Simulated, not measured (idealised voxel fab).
process module | voxel transistor to metal
cross-section cut | 185 nm wide | cells 5 nm
A cross-section is a grid of square cells, given in bands from the top down. A band is one or more rows of cells.
Each band's line starts with the height of the band's top and of its bottom, in nm. Then come its materials from left to right, each with its width in nm. One material with "throughout" fills the band from edge to edge. "air" is empty space.
Height 0 is the level under which the wafer as received is all one material. The lowest band goes on downwards, as in "0 down".
A width such as "30 to 40" changes by the same amount from each row of cells to the next, from the band's top row to its bottom row.
"no change" after a step means that no cell of the cross-section changed.
closed voids: empty space of 8 cells or more with no open way to the top, each as width x height at its distance from the left edge, in nm
after a step's settings: what the simulator itself notes on the step
overlay nm, on a step with a mask: how far to the right of its planned place the mask lay; to the left if negative
plan
1 op RECEIVE | material Si
2 op OXIDIZE | depth nm 5
3 op CONFORMAL_DEP | material SiN | thk nm 15
4 op MASKED_ETCH | tone cover | mask id ACTIVE | width nm 110 | etch materials SiN | depth nm 15 | overlay nm 0
5 op MASKED_ETCH | tone cover | mask id ACTIVE | width nm 110 | etch materials SiO2 | depth nm 5 | overlay nm 0
6 op MASKED_ETCH | tone cover | mask id ACTIVE | width nm 110 | etch materials Si | depth nm 30 | overlay nm 0
7 op FILL_DEP | material SiO2 | thk nm 10
8 op CMP | height nm 15
9 op SELECTIVE_ETCH | etch materials SiO2 | depth nm 5
10 op STRIP | etch materials SiN
11 op SELECTIVE_ETCH | etch materials SiO2 | depth nm 5
12 op OXIDIZE | depth nm 5
13 op DIRECTIONAL_DEP | material polySi | thk nm 20
14 op DIRECTIONAL_DEP | material SiCN | thk nm 15
15 op MASKED_ETCH | tone cover | mask id GATE | width nm 20 | etch materials SiCN | depth nm 25 | overlay nm 0
16 op MASKED_ETCH | tone cover | mask id GATE | width nm 20 | etch materials polySi | depth nm 30 | overlay nm 0
17 op CONFORMAL_DEP | material SiN | thk nm 10
18 op DIRECTIONAL_ETCH | etch materials SiN | depth nm 10
19 op DIRECTIONAL_ETCH | etch materials SiO2 | depth nm 5
20 op DIRECTIONAL_ETCH | etch materials Si | depth nm 5
21 op EPI | material nSi | thk nm 5
22 op FILL_DEP | material SiO2 | thk nm 5
23 op CMP | height nm 30
24 op DIRECTIONAL_DEP | material SiO2 | thk nm 15
25 op DIRECTIONAL_DEP | material aC | thk nm 10
26 op PATTERN | tone open | mask id CONTACT | material resist | width nm 20 | pitch nm 80 | thk nm 30 | overlay nm 0
27 op DIRECTIONAL_ETCH | etch materials aC | depth nm 10
28 op STRIP | etch materials resist
29 op DIRECTIONAL_ETCH | etch materials SiO2 | depth nm 55
30 op STRIP | etch materials aC
31 op CONFORMAL_DEP | material TiN | thk nm 5
32 op FILL_DEP | material Ru | thk nm 10
33 op CMP | height nm 45
34 op CONFORMAL_DEP | material SiN | thk nm 5
35 op DIRECTIONAL_DEP | material SiO2 | thk nm 15
36 op MASKED_ETCH | tone open | mask id METAL_1 | width nm 20 | pitch nm 80 | etch materials SiO2 | depth nm 15 | overlay nm 0
37 op MASKED_ETCH | tone open | mask id METAL_1 | width nm 20 | pitch nm 80 | etch materials SiN | depth nm 5 | overlay nm 0
38 op CONFORMAL_DEP | material TiN | thk nm 5
39 op FILL_DEP | material Cu | thk nm 5
40 op CMP | height nm 65
41 op EPI | material Ru | thk nm 5
42 op FILL_DEP | material SiCN | thk nm 5
43 op DIRECTIONAL_DEP | material lowk | thk nm 30
44 op MASKED_ETCH | tone open | mask id METAL_2 | width nm 20 | pitch nm 80 | etch materials lowk | depth nm 15 | overlay nm 0
45 op PATTERN | tone open | mask id METAL_2_HOLES | material resist | width nm 15 | pitch nm 80 | thk nm 15 | overlay nm 0
46 op DIRECTIONAL_ETCH | etch materials lowk | depth nm 15
47 op DIRECTIONAL_ETCH | etch materials SiCN | depth nm 5
48 op STRIP | etch materials resist
49 op CONFORMAL_DEP | material TiN | thk nm 5
50 op FILL_DEP | material Cu | thk nm 10
51 op CMP | height nm 105
52 op CONFORMAL_DEP | material SiCN | thk nm 5
first wafer, as planned
as received, after step 1
  0 down: Si throughout
  closed voids: none
after step 2
  0 to -5: SiO2 throughout
  below -5: unchanged
after step 3
  15 to 0: SiN throughout
  below 0: unchanged
after step 4
  15 to 0: air 35 | SiN 110 | air 40
  below 0: unchanged
after step 5
  15 to 0: air 35 | SiN 110 | air 40
  0 to -5: air 35 | SiO2 110 | air 40
  below -5: unchanged
after step 6
  15 to 0: air 35 | SiN 110 | air 40
  0 to -5: air 35 | SiO2 110 | air 40
  -5 to -35: air 35 | Si 110 | air 40
  below -35: unchanged
after step 7
  25 to 15: SiO2 throughout
  15 to 0: SiO2 35 | SiN 110 | SiO2 40
  0 to -5: SiO2 throughout
  -5 to -35: SiO2 35 | Si 110 | SiO2 40
  below -35: unchanged
after step 8
  15 to 0: SiO2 35 | SiN 110 | SiO2 40
  below 0: unchanged
after step 9
  15 to 10: air 35 | SiN 110 | air 40
  below 10: unchanged
after step 10
  10 to 0: SiO2 35 | air 110 | SiO2 40
  below 0: unchanged
after step 11
  5 to -5: SiO2 30 | air 120 | SiO2 35
  below -5: unchanged
after step 12
  5 to -5: SiO2 30 | air 120 | SiO2 35
  -5 to -10: SiO2 throughout
  below -10: unchanged
after step 13
  25 to 15: polySi 30 | air 120 | polySi 35
  15 to 5: polySi throughout
  5 to -5: SiO2 30 | polySi 120 | SiO2 35
  below -5: unchanged
after step 14
  40 to 30: SiCN 30 | air 120 | SiCN 35
  30 to 25: SiCN throughout
  25 to 15: polySi 30 | SiCN 120 | polySi 35
  below 15: unchanged
after step 15
  30 to 25: air 80 | SiCN 20 | air 85
  25 to 15: polySi 30 | air 50 | SiCN 20 | air 50 | polySi 35
  below 15: unchanged
after step 16
  30 to 15: air 80 | SiCN 20 | air 85
  15 to 5: air 80 | polySi 20 | air 85
  5 to -5: SiO2 30 | air 50 | polySi 20 | air 50 | SiO2 35
  below -5: unchanged
after step 17
  40 to 30: air 70 | SiN 40 | air 75
  30 to 15: air 70 | SiN 10 | SiCN 20 | SiN 10 | air 75
  15 to 5: SiN 40 | air 30 | SiN 10 | polySi 20 | SiN 10 | air 30 | SiN 45
  5 to -5: SiO2 30 | SiN 50 | polySi 20 | SiN 50 | SiO2 35
  below -5: unchanged
after step 18
  30 to 15: air 70 | SiN 10 | SiCN 20 | SiN 10 | air 75
  15 to 5: air 70 | SiN 10 | polySi 20 | SiN 10 | air 75
  5 to -5: SiO2 30 | SiN 10 | air 30 | SiN 10 | polySi 20 | SiN 10 | air 30 | SiN 10 | SiO2 35
  below -5: unchanged
after step 19
  30 to 15: air 70 | SiN 10 | SiCN 20 | SiN 10 | air 75
  15 to 5: air 70 | SiN 10 | polySi 20 | SiN 10 | air 75
  5 to 0: air 30 | SiN 10 | air 30 | SiN 10 | polySi 20 | SiN 10 | air 30 | SiN 10 | air 35
  0 to -5: SiO2 30 | SiN 10 | air 30 | SiN 10 | polySi 20 | SiN 10 | air 30 | SiN 10 | SiO2 35
  -5 to -10: SiO2 40 | air 30 | SiO2 40 | air 30 | SiO2 45
  below -10: unchanged
after step 20
  30 to 15: air 70 | SiN 10 | SiCN 20 | SiN 10 | air 75
  15 to 5: air 70 | SiN 10 | polySi 20 | SiN 10 | air 75
  5 to 0: air 30 | SiN 10 | air 30 | SiN 10 | polySi 20 | SiN 10 | air 30 | SiN 10 | air 35
  0 to -5: SiO2 30 | SiN 10 | air 30 | SiN 10 | polySi 20 | SiN 10 | air 30 | SiN 10 | SiO2 35
  -5 to -10: SiO2 40 | air 30 | SiO2 40 | air 30 | SiO2 45
  -10 to -15: SiO2 35 | Si 5 | air 30 | Si 40 | air 30 | Si 5 | SiO2 40
  below -15: unchanged
after step 21
  30 to 15: air 70 | SiN 10 | SiCN 20 | SiN 10 | air 75
  15 to 5: air 70 | SiN 10 | polySi 20 | SiN 10 | air 75
  5 to 0: air 30 | SiN 10 | air 30 | SiN 10 | polySi 20 | SiN 10 | air 30 | SiN 10 | air 35
  0 to -5: SiO2 30 | SiN 10 | air 30 | SiN 10 | polySi 20 | SiN 10 | air 30 | SiN 10 | SiO2 35
  -5 to -10: SiO2 40 | nSi 5 | air 20 | nSi 5 | SiO2 40 | nSi 5 | air 20 | nSi 5 | SiO2 45
  -10 to -15: SiO2 35 | Si 5 | nSi 30 | Si 40 | nSi 30 | Si 5 | SiO2 40
  below -15: unchanged
after step 22
  35 to 30: SiO2 throughout
  30 to 15: SiO2 70 | SiN 10 | SiCN 20 | SiN 10 | SiO2 75
  15 to 5: SiO2 70 | SiN 10 | polySi 20 | SiN 10 | SiO2 75
  5 to -5: SiO2 30 | SiN 10 | SiO2 30 | SiN 10 | polySi 20 | SiN 10 | SiO2 30 | SiN 10 | SiO2 35
  -5 to -10: SiO2 40 | nSi 5 | SiO2 20 | nSi 5 | SiO2 40 | nSi 5 | SiO2 20 | nSi 5 | SiO2 45
  below -10: unchanged
after step 23
  30 to 15: SiO2 70 | SiN 10 | SiCN 20 | SiN 10 | SiO2 75
  below 15: unchanged
after step 24
  45 to 30: SiO2 throughout
  below 30: unchanged
after step 25
  55 to 45: aC throughout
  below 45: unchanged
after step 26
  85 to 55: resist 40 | air 20 | resist 60 | air 20 | resist 45
  below 55: unchanged
after step 27
  75 to 55: resist 40 | air 20 | resist 60 | air 20 | resist 45
  55 to 45: aC 40 | air 20 | aC 60 | air 20 | aC 45
  below 45: unchanged
after step 28
  55 to 45: aC 40 | air 20 | aC 60 | air 20 | aC 45
  below 45: unchanged
after step 29
  55 to 45: aC 40 | air 20 | aC 60 | air 20 | aC 45
  45 to 30: SiO2 40 | air 20 | SiO2 60 | air 20 | SiO2 45
  30 to 15: SiO2 40 | air 20 | SiO2 10 | SiN 10 | SiCN 20 | SiN 10 | SiO2 10 | air 20 | SiO2 45
  15 to 5: SiO2 40 | air 20 | SiO2 10 | SiN 10 | polySi 20 | SiN 10 | SiO2 10 | air 20 | SiO2 45
  5 to -5: SiO2 30 | SiN 10 | air 20 | SiO2 10 | SiN 10 | polySi 20 | SiN 10 | SiO2 10 | air 20 | SiN 10 | SiO2 35
  -5 to -10: SiO2 40 | nSi 5 | air 15 | SiO2 5 | nSi 5 | SiO2 40 | nSi 5 | SiO2 5 | air 15 | nSi 5 | SiO2 45
  below -10: unchanged
after step 30
  45 to 30: SiO2 40 | air 20 | SiO2 60 | air 20 | SiO2 45
  below 30: unchanged
after step 31
  50 to 45: TiN 45 | air 10 | TiN 70 | air 10 | TiN 50
  45 to 30: SiO2 40 | TiN 5 | air 10 | TiN 5 | SiO2 60 | TiN 5 | air 10 | TiN 5 | SiO2 45
  30 to 15: SiO2 40 | TiN 5 | air 10 | TiN 5 | SiO2 10 | SiN 10 | SiCN 20 | SiN 10 | SiO2 10 | TiN 5 | air 10 | TiN 5 | SiO2 45
  15 to 5: SiO2 40 | TiN 5 | air 10 | TiN 5 | SiO2 10 | SiN 10 | polySi 20 | SiN 10 | SiO2 10 | TiN 5 | air 10 | TiN 5 | SiO2 45
  5 to -5: SiO2 30 | SiN 10 | TiN 5 to 10 | air 10 to 5 | TiN 5 | SiO2 10 | SiN 10 | polySi 20 | SiN 10 | SiO2 10 | TiN 5 | air 10 to 5 | TiN 5 to 10 | SiN 10 | SiO2 35
  -5 to -10: SiO2 40 | nSi 5 | TiN 15 | SiO2 5 | nSi 5 | SiO2 40 | nSi 5 | SiO2 5 | TiN 15 | nSi 5 | SiO2 45
  below -10: unchanged
after step 32
  60 to 50: Ru throughout
  50 to 45: TiN 45 | Ru 10 | TiN 70 | Ru 10 | TiN 50
  45 to 30: SiO2 40 | TiN 5 | Ru 10 | TiN 5 | SiO2 60 | TiN 5 | Ru 10 | TiN 5 | SiO2 45
  30 to 15: SiO2 40 | TiN 5 | Ru 10 | TiN 5 | SiO2 10 | SiN 10 | SiCN 20 | SiN 10 | SiO2 10 | TiN 5 | Ru 10 | TiN 5 | SiO2 45
  15 to 5: SiO2 40 | TiN 5 | Ru 10 | TiN 5 | SiO2 10 | SiN 10 | polySi 20 | SiN 10 | SiO2 10 | TiN 5 | Ru 10 | TiN 5 | SiO2 45
  5 to -5: SiO2 30 | SiN 10 | TiN 5 to 10 | Ru 10 to 5 | TiN 5 | SiO2 10 | SiN 10 | polySi 20 | SiN 10 | SiO2 10 | TiN 5 | Ru 10 to 5 | TiN 5 to 10 | SiN 10 | SiO2 35
  below -5: unchanged
after step 33
  45 to 30: SiO2 40 | TiN 5 | Ru 10 | TiN 5 | SiO2 60 | TiN 5 | Ru 10 | TiN 5 | SiO2 45
  below 30: unchanged
after step 34
  50 to 45: SiN throughout
  below 45: unchanged
after step 35
  65 to 50: SiO2 throughout
  below 50: unchanged
after step 36
  65 to 50: SiO2 40 | air 20 | SiO2 60 | air 20 | SiO2 45
  below 50: unchanged
after step 37
  65 to 50: SiO2 40 | air 20 | SiO2 60 | air 20 | SiO2 45
  50 to 45: SiN 40 | air 20 | SiN 60 | air 20 | SiN 45
  below 45: unchanged
after step 38
  70 to 65: TiN 45 | air 10 | TiN 70 | air 10 | TiN 50
  65 to 50: SiO2 40 | TiN 5 | air 10 | TiN 5 | SiO2 60 | TiN 5 | air 10 | TiN 5 | SiO2 45
  50 to 45: SiN 40 | TiN 20 | SiN 60 | TiN 20 | SiN 45
  below 45: unchanged
after step 39
  75 to 70: Cu throughout
  70 to 65: TiN 45 | Cu 10 | TiN 70 | Cu 10 | TiN 50
  65 to 50: SiO2 40 | TiN 5 | Cu 10 | TiN 5 | SiO2 60 | TiN 5 | Cu 10 | TiN 5 | SiO2 45
  below 50: unchanged
after step 40
  65 to 50: SiO2 40 | TiN 5 | Cu 10 | TiN 5 | SiO2 60 | TiN 5 | Cu 10 | TiN 5 | SiO2 45
  below 50: unchanged
after step 41
  70 to 65: air 35 | Ru 30 | air 50 | Ru 30 | air 40
  below 65: unchanged
after step 42
  75 to 70: SiCN throughout
  70 to 65: SiCN 35 | Ru 30 | SiCN 50 | Ru 30 | SiCN 40
  below 65: unchanged
after step 43
  105 to 75: lowk throughout
  below 75: unchanged
after step 44
  105 to 90: lowk 40 | air 20 | lowk 60 | air 20 | lowk 45
  below 90: unchanged
after step 45
  120 to 105: resist 40 | air 15 | resist 65 | air 15 | resist 50
  105 to 90: lowk 40 | air 15 | resist 5 | lowk 60 | air 15 | resist 5 | lowk 45
  below 90: unchanged
after step 46
  120 to 105: resist 40 | air 15 | resist 65 | air 15 | resist 50
  105 to 90: lowk 40 | air 15 | resist 5 | lowk 60 | air 15 | resist 5 | lowk 45
  90 to 75: lowk 40 | air 15 | lowk 65 | air 15 | lowk 50
  below 75: unchanged
after step 47
  120 to 105: resist 40 | air 15 | resist 65 | air 15 | resist 50
  105 to 90: lowk 40 | air 15 | resist 5 | lowk 60 | air 15 | resist 5 | lowk 45
  90 to 75: lowk 40 | air 15 | lowk 65 | air 15 | lowk 50
  75 to 70: SiCN 40 | air 15 | SiCN 65 | air 15 | SiCN 50
  below 70: unchanged
after step 48
  105 to 90: lowk 40 | air 20 | lowk 60 | air 20 | lowk 45
  below 90: unchanged
after step 49
  110 to 105: TiN 45 | air 10 | TiN 70 | air 10 | TiN 50
  105 to 95: lowk 40 | TiN 5 | air 10 | TiN 5 | lowk 60 | TiN 5 | air 10 | TiN 5 | lowk 45
  95 to 90: lowk 40 | TiN 5 | air 5 | TiN 10 | lowk 60 | TiN 5 | air 5 | TiN 10 | lowk 45
  90 to 75: lowk 40 | TiN 5 | air 5 | TiN 5 | lowk 65 | TiN 5 | air 5 | TiN 5 | lowk 50
  75 to 70: SiCN 40 | TiN 15 | SiCN 65 | TiN 15 | SiCN 50
  below 70: unchanged
after step 50
  120 to 110: Cu throughout
  110 to 105: TiN 45 | Cu 10 | TiN 70 | Cu 10 | TiN 50
  105 to 95: lowk 40 | TiN 5 | Cu 10 | TiN 5 | lowk 60 | TiN 5 | Cu 10 | TiN 5 | lowk 45
  95 to 90: lowk 40 | TiN 5 | Cu 5 | TiN 10 | lowk 60 | TiN 5 | Cu 5 | TiN 10 | lowk 45
  90 to 75: lowk 40 | TiN 5 | Cu 5 | TiN 5 | lowk 65 | TiN 5 | Cu 5 | TiN 5 | lowk 50
  below 75: unchanged
after step 51
  105 to 95: lowk 40 | TiN 5 | Cu 10 | TiN 5 | lowk 60 | TiN 5 | Cu 10 | TiN 5 | lowk 45
  below 95: unchanged
after step 52
  110 to 105: SiCN throughout
  below 105: unchanged
second wafer: like start, like plan, one mistake. Through step 35 it matches the first wafer
when step 36 should have ended
  65 to 50: SiO2 35 | air 20 | SiO2 60 | air 20 | SiO2 50
  below 50: unchanged
when step 37 should have ended
  65 to 50: SiO2 35 | air 20 | SiO2 60 | air 20 | SiO2 50
  50 to 45: SiN 40 | air 15 | SiN 65 | air 15 | SiN 50
  below 45: unchanged
when step 38 should have ended
  70 to 65: TiN 40 | air 10 | TiN 70 | air 10 | TiN 55
  65 to 55: SiO2 35 | TiN 5 | air 10 | TiN 5 | SiO2 60 | TiN 5 | air 10 | TiN 5 | SiO2 50
  55 to 50: SiO2 35 | TiN 10 | air 5 | TiN 5 | SiO2 60 | TiN 10 | air 5 | TiN 5 | SiO2 50
  50 to 45: SiN 40 | TiN 15 | SiN 65 | TiN 15 | SiN 50
  below 45: unchanged
when step 39 should have ended
  75 to 70: Cu throughout
  70 to 65: TiN 40 | Cu 10 | TiN 70 | Cu 10 | TiN 55
  65 to 55: SiO2 35 | TiN 5 | Cu 10 | TiN 5 | SiO2 60 | TiN 5 | Cu 10 | TiN 5 | SiO2 50
  55 to 50: SiO2 35 | TiN 10 | Cu 5 | TiN 5 | SiO2 60 | TiN 10 | Cu 5 | TiN 5 | SiO2 50
  below 50: unchanged
when step 40 should have ended
  65 to 55: SiO2 35 | TiN 5 | Cu 10 | TiN 5 | SiO2 60 | TiN 5 | Cu 10 | TiN 5 | SiO2 50
  below 55: unchanged
when step 41 should have ended
  70 to 65: air 30 | Ru 30 | air 50 | Ru 30 | air 45
  below 65: unchanged
when step 42 should have ended
  75 to 70: SiCN throughout
  70 to 65: SiCN 30 | Ru 30 | SiCN 50 | Ru 30 | SiCN 45
  below 65: unchanged
when step 43 should have ended
  105 to 75: lowk throughout
  below 75: unchanged
when step 44 should have ended
  105 to 90: lowk 40 | air 20 | lowk 60 | air 20 | lowk 45
  below 90: unchanged
when step 45 should have ended
  120 to 105: resist 40 | air 15 | resist 65 | air 15 | resist 50
  105 to 90: lowk 40 | air 15 | resist 5 | lowk 60 | air 15 | resist 5 | lowk 45
  below 90: unchanged
when step 46 should have ended
  120 to 105: resist 40 | air 15 | resist 65 | air 15 | resist 50
  105 to 90: lowk 40 | air 15 | resist 5 | lowk 60 | air 15 | resist 5 | lowk 45
  90 to 75: lowk 40 | air 15 | lowk 65 | air 15 | lowk 50
  below 75: unchanged
when step 47 should have ended
  120 to 105: resist 40 | air 15 | resist 65 | air 15 | resist 50
  105 to 90: lowk 40 | air 15 | resist 5 | lowk 60 | air 15 | resist 5 | lowk 45
  90 to 75: lowk 40 | air 15 | lowk 65 | air 15 | lowk 50
  75 to 70: SiCN 40 | air 15 | SiCN 65 | air 15 | SiCN 50
  below 70: unchanged
when step 48 should have ended
  105 to 90: lowk 40 | air 20 | lowk 60 | air 20 | lowk 45
  below 90: unchanged
when step 49 should have ended
  110 to 105: TiN 45 | air 10 | TiN 70 | air 10 | TiN 50
  105 to 95: lowk 40 | TiN 5 | air 10 | TiN 5 | lowk 60 | TiN 5 | air 10 | TiN 5 | lowk 45
  95 to 90: lowk 40 | TiN 5 | air 5 | TiN 10 | lowk 60 | TiN 5 | air 5 | TiN 10 | lowk 45
  90 to 75: lowk 40 | TiN 5 | air 5 | TiN 5 | lowk 65 | TiN 5 | air 5 | TiN 5 | lowk 50
  75 to 70: SiCN 40 | TiN 15 | SiCN 65 | TiN 15 | SiCN 50
  below 70: unchanged
when step 50 should have ended
  120 to 110: Cu throughout
  110 to 105: TiN 45 | Cu 10 | TiN 70 | Cu 10 | TiN 50
  105 to 95: lowk 40 | TiN 5 | Cu 10 | TiN 5 | lowk 60 | TiN 5 | Cu 10 | TiN 5 | lowk 45
  95 to 90: lowk 40 | TiN 5 | Cu 5 | TiN 10 | lowk 60 | TiN 5 | Cu 5 | TiN 10 | lowk 45
  90 to 75: lowk 40 | TiN 5 | Cu 5 | TiN 5 | lowk 65 | TiN 5 | Cu 5 | TiN 5 | lowk 50
  below 75: unchanged
when step 51 should have ended
  105 to 95: lowk 40 | TiN 5 | Cu 10 | TiN 5 | lowk 60 | TiN 5 | Cu 10 | TiN 5 | lowk 45
  below 95: unchanged
when step 52 should have ended
  110 to 105: SiCN throughout
  below 105: unchanged
what went wrong: step 36 ran as: op MASKED_ETCH | tone open | mask id METAL_1 | width nm 20 | pitch nm 80 | etch materials SiO2 | depth nm 15 | overlay nm -5
at the end the second wafer has, in cells: 2 fewer of Cu | 2 more of SiN
